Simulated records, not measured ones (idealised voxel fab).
Documented hereafter: the process module known as voxel spacer lines.
The cross-section shown here is cut; it is 235 nm wide and divided into square cells measuring 5 nm on a side.
Think of the cross-section as a grid of square cells. We describe it in bands, top to bottom, and each band covers one or more rows of those cells. Band entry format. Leading values: height of top, height of bottom, nm. Remainder: materials in left-to-right order, each with its width in nm. Special words: "throughout" on a single material, which then fills the band edge to edge; "blank", empty space. Heights are measured from 0, the level below which the as-received wafer is all one material; the lowest band has no bottom and continues downward, written as in "0 and below". A width such as "30->40" changes by the same amount from each row of cells to the next, from the band's top row to its bottom row. What does "no change" mean for a step? It means no cell of the cross-section changed in that step. Heads up: "Enclosed internal cavities" only lists the empty pockets with no open path to the top that are 8 cells or more, and it writes them as width x height at distance, distance from the left edge, in nm. That trailing text on a step's line, after the settings, is the simulator's own remark on the step. A step's line can hold "overlay nm"; with a mask on that step, the setting says how far right of the planned place the mask lay, while a negative setting says it lay to the left.
The following list gives the planned process steps:
step 1: RECEIVE | material Si
step 2: CONFORMAL_DEP | material SiO2 | thk nm 5
step 3: DIRECTIONAL_DEP | material TiN | thk nm 20
step 4: DIRECTIONAL_DEP | material aC | thk nm 20
step 5: PATTERN | tone cover | mask id MANDREL | material resist | width nm 15 | pitch nm 60 | thk nm 25 | overlay nm 0
step 6: DIRECTIONAL_ETCH | etch materials aC | depth nm 20
step 7: STRIP | etch materials resist
step 8: CONFORMAL_DEP | material SiN | thk nm 15
step 9: DIRECTIONAL_ETCH | etch materials SiN | depth nm 15
step 10: STRIP | etch materials aC
step 11: DIRECTIONAL_ETCH | etch materials TiN | depth nm 20
step 12: STRIP | etch materials SiN
step 13: FILL_DEP | material SiO2 | thk nm 5
step 14: CMP | height nm 25
Incoming wafer, cross-sectional view, post step 1:
	0 and below = Si throughout
	Enclosed internal cavities: none
Below is the wafer in cross-section after the module was completed. It began from the starting point shown above and followed the plan shown above, except that one mistake was made while running it:
	25 down to 5 = SiO2: 55  TiN: 15  SiO2: 15  TiN: 15  SiO2: 15  TiN: 15  SiO2: 15  TiN: 15  SiO2: 75
	5 down to 0 = SiO2 throughout
	0 and below = Si throughout
	Enclosed internal cavities: none
Want to know what went wrong? step 5 ran with different settings than intended, the actual operation and settings being PATTERN | tone cover | mask id MANDREL | material resist | width nm 15 | pitch nm 60 | thk nm 25 | overlay nm -10
